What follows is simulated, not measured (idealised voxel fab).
Process module under the name voxel local oxidation
For reference, the cross-section in this document is cut, with width 160 nm and square cells of 5 nm.
Just so we're on the same page, the cross-sections are grids of square cells, and they're listed out in bands top to bottom, each band one or more rows deep. The band entry comprises the height of the band's top followed by the height of its bottom, expressed in nm, and subsequently the band's materials from left to right, each stated together with its width in nm. Where a single material is marked with the word "everywhere", that material fills the band from edge to edge. The word "blank" represents empty space. Ref level 0: as-received wafer is one material below here. Bottom band extends down with no lower bound ("0 down"). Per-row width for "30 to 40": begins at first number (top row of band), ends at second number (bottom row), increment between rows held constant. Step marked "nothing different"? Then no cell in the cross-section changed in it. For the entry "Tabulated closed voids", the listed items are empty spaces with no open way to the top whose size is 8 cells or more; each item follows the pattern width x height at distance, where distance is from the left edge and all three are in nm. Note: text after step settings on the step line = simulator remark on that step. The "overlay nm" setting may appear on a step's line; for a step that uses a mask, it gives how far to the right of its planned position the mask lay, and a negative value indicates the left.
These are the steps we planned for the process
| 1 | RECEIVE | material Si |
| 2 | CONFORMAL_DEP | material SiO2 | thk nm 5 |
| 3 | CONFORMAL_DEP | material SiN | thk nm 15 |
| 4 | PATTERN | tone cover | mask id ACTIVE | material resist | width nm 115 | thk nm 20 | overlay nm -5 |
| 5 | DIRECTIONAL_ETCH | etch materials SiN | depth nm 15 |
| 6 | STRIP | etch materials resist |
| 7 | SELECTIVE_ETCH | etch materials SiO2 | depth nm 5 |
| 8 | OXIDIZE | depth nm 15 |
| 9 | STRIP | etch materials SiN |
The wafers are alike at the start. At step 4, their overlay nm differs. The plan lists the first wafer's value.
Sectional view: first of several wafers, as received, after step 1
> 0 down: Si everywhere
> Tabulated closed voids: none
Module end state after final step 9: cross-section of the first of several wafers
> 5 to 0: blank: 20, SiO2: 105, blank: 35
> 0 to -15: SiO2: 35, Si: 75, SiO2: 50
> -15 down: Si everywhere
> Tabulated closed voids: none
Module end, final wafer: cross-section
> 5 to 0: blank: 35, SiO2: 105, blank: 20
> 0 to -15: SiO2: 50, Si: 75, SiO2: 35
> -15 down: Si everywhere
> Tabulated closed voids: none
Each wafer at the end: cells of each material gained (+) or lost (-) since it was received, then its closed voids
overlay nm -5 | -51 Si | +72 SiO2 | Tabulated closed voids: none
overlay nm 0 | -51 Si | +72 SiO2 | Tabulated closed voids: none
overlay nm 5 | -51 Si | +72 SiO2 | Tabulated closed voids: none
overlay nm 10 | -51 Si | +72 SiO2 | Tabulated closed voids: none
